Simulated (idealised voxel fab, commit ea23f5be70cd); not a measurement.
process module | voxel wiring stack
cross-section cut | 150 nm wide | cells 5 nm
A cross-section is a grid of square cells, given in bands from the top down. A band is one or more rows of cells.
Each band's line starts with the height of the band's top and of its bottom, in nm. Then come its materials from left to right, each with its width in nm. One material with "throughout" fills the band from edge to edge. "air" is empty space.
Height 0 is the level under which the wafer as received is all one material. The lowest band goes on downwards, as in "0 down".
A width such as "30 to 40" changes by the same amount from each row of cells to the next, from the band's top row to its bottom row.
"no change" after a step means that no cell of the cross-section changed.
closed voids: empty space of 8 cells or more with no open way to the top, each as width x height at its distance from the left edge, in nm
after a step's settings: what the simulator itself notes on the step
overlay nm, on a step with a mask: how far to the right of its planned place the mask lay; to the left if negative
plan
1 op RECEIVE | material Si
2 op CONFORMAL_DEP | material SiO2 | thk nm 15
3 op CONFORMAL_DEP | material SiCN | thk nm 5
4 op DIRECTIONAL_DEP | material SiO2 | thk nm 15
5 op DIRECTIONAL_DEP | material aC | thk nm 10
6 op PATTERN | tone open | mask id METAL_1 | material resist | width nm 25 | pitch nm 40 | thk nm 25 | overlay nm 0
7 op DIRECTIONAL_ETCH | etch materials aC | depth nm 10
8 op STRIP | etch materials resist
9 op DIRECTIONAL_ETCH | etch materials SiO2 | depth nm 15
10 op DIRECTIONAL_ETCH | etch materials SiCN | depth nm 5
11 op STRIP | etch materials aC
12 op CONFORMAL_DEP | material TiN | thk nm 5
13 op FILL_DEP | material Cu | thk nm 5
14 op CMP | height nm 35
15 op CONFORMAL_DEP | material SiCN | thk nm 5
16 op DIRECTIONAL_DEP | material lowk | thk nm 30
17 op DIRECTIONAL_DEP | material aC | thk nm 15
18 op PATTERN | tone open | mask id METAL_2 | material resist | width nm 25 | pitch nm 40 | thk nm 30 | overlay nm 0
19 op DIRECTIONAL_ETCH | etch materials aC | depth nm 15
20 op STRIP | etch materials resist
21 op DIRECTIONAL_ETCH | etch materials lowk | depth nm 15
22 op STRIP | etch materials aC
23 op MASKED_ETCH | tone open | mask id METAL_2_HOLES | width nm 15 | pitch nm 80 | etch materials lowk | depth nm 15 | overlay nm 0
24 op MASKED_ETCH | tone open | mask id METAL_2_HOLES | width nm 15 | pitch nm 80 | etch materials SiCN | depth nm 5 | overlay nm 0
25 op CONFORMAL_DEP | material TiN | thk nm 5
26 op FILL_DEP | material Ru | thk nm 10
27 op CMP | height nm 70
28 op CONFORMAL_DEP | material SiN | thk nm 5
as received, after step 1
  0 down: Si throughout
  closed voids: none
a wafer at the end: this start, this plan, one mistake
  75 to 70: SiN throughout
  70 to 60: lowk 25 | Ru 15 | lowk 25 | Ru 15 | lowk 25 | Ru 15 | lowk 30
  60 to 40: lowk 25 | Ru 5 | lowk 75 | Ru 5 | lowk 40
  40 to 35: SiCN 20 | lowk 15 | SiCN 65 | lowk 15 | SiCN 35
  35 to 20: SiO2 20 | TiN 5 | Cu 15 | TiN 5 | SiO2 15 | TiN 5 | Cu 15 | TiN 5 | SiO2 15 | TiN 5 | Cu 15 | TiN 5 | SiO2 25
  20 to 15: SiCN 20 | TiN 25 | SiCN 15 | TiN 25 | SiCN 15 | TiN 25 | SiCN 25
  15 to 0: SiO2 throughout
  0 down: Si throughout
  closed voids: none
what went wrong: step 25 ran as: op CONFORMAL_DEP | material lowk | thk nm 5
